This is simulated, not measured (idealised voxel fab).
Process module under the name voxel self aligned vias
Cross-section cut spans 160 nm and uses square cells 5 nm in size.
This document writes a cross-section as a grid whose cells are square, and gives it as bands, listed from the top down; one or more rows of cells form a band.
Quick guide to a band line: top height, bottom height (nm) up front; then every material left to right with its width in nm. Only one material and it's marked "full width"? Then it fills the band edge to edge. And "empty" just means empty space.
Zero point of the height axis is 0; under it, received wafer = one material. Lowest band: continues down indefinitely, "0 -> down".
Think of "30->40" as a width that walks from the first number to the second as you go down the band, top row to bottom row, taking equal-sized steps from row to row.
You'll sometimes find "nothing altered" written for a step, and that's the way of saying that nowhere in the cross-section did a cell change during that step.
Under "Enclosed internal voids" you'll find the enclosed gaps, the ones with no way out to the top, that are 8 cells or bigger; each reads width x height at distance, with distance counted from the left edge, everything in nm.
On each step's line, the part that comes after the settings is the simulator's own comment on the step.
When a step includes a mask, the "overlay nm" setting on its line states how far to the right of its planned place that mask lay, and negative values state how far to the left.

-- Set out below are the planned steps of the process
1. RECEIVE: material Si
2. CONFORMAL_DEP: material SiO2, thk nm 10
3. CONFORMAL_DEP: material SiCN, thk nm 5
4. DIRECTIONAL_DEP: material SiO2, thk nm 25
5. PATTERN: tone open, mask id LINES, material resist, width nm 30, pitch nm 70, thk nm 20, overlay nm 0
6. DIRECTIONAL_ETCH: etch materials SiO2, depth nm 25
7. STRIP: etch materials resist
8. CONFORMAL_DEP: material TiN, thk nm 5
9. FILL_DEP: material W, thk nm 10
10. CMP: height nm 40
11. SELECTIVE_ETCH: etch materials W Ru TiN, depth nm 10
12. FILL_DEP: material SiN, thk nm 5
13. CMP: height nm 40
14. DIRECTIONAL_DEP: material SiO2, thk nm 15
15. DIRECTIONAL_DEP: material aC, thk nm 10
16. PATTERN: tone open, mask id VIAS, material resist, width nm 40, thk nm 30, overlay nm 0
17. DIRECTIONAL_ETCH: etch materials aC, depth nm 10
18. STRIP: etch materials resist
19. DIRECTIONAL_ETCH: etch materials SiO2, depth nm 15
20. DIRECTIONAL_ETCH: etch materials SiN, depth nm 10
21. STRIP: etch materials aC
22. CONFORMAL_DEP: material TiN, thk nm 5
23. FILL_DEP: material Cu, thk nm 10
24. CMP: height nm 55
25. CONFORMAL_DEP: material SiCN, thk nm 5

-- Delivered wafer in cross-section: state after step 1
* 0 -> down  Si full width
* Enclosed internal voids: none

-- Cross-section, end of module. Start: as above. Plan: as above. Execution: one mistake
* 60 -> 55  SiCN full width
* 55 -> 45  SiO2 (25), then TiN (5), then Cu (30), then TiN (5), then SiO2 (95)
* 45 -> 40  SiO2 (25), then TiN (40), then SiO2 (95)
* 40 -> 30  SiN (25), then TiN (5), then SiO2 (30), then TiN (5), then SiN (35), then SiO2 (30), then SiN (30)
* 30 -> 20  W (25), then TiN (5), then SiO2 (30), then TiN (5), then W (30), then TiN (5), then SiO2 (30), then TiN (5), then W (25)
* 20 -> 15  TiN (30), then SiO2 (30), then TiN (40), then SiO2 (30), then TiN (30)
* 15 -> 10  SiCN full width
* 10 -> 0  SiO2 full width
* 0 -> down  Si full width
* Enclosed internal voids: none
Processing error: step 5 was processed under conditions differing from the plan, specifically as PATTERN: tone cover, mask id LINES, material resist, width nm 30, pitch nm 70, thk nm 20, overlay nm 0
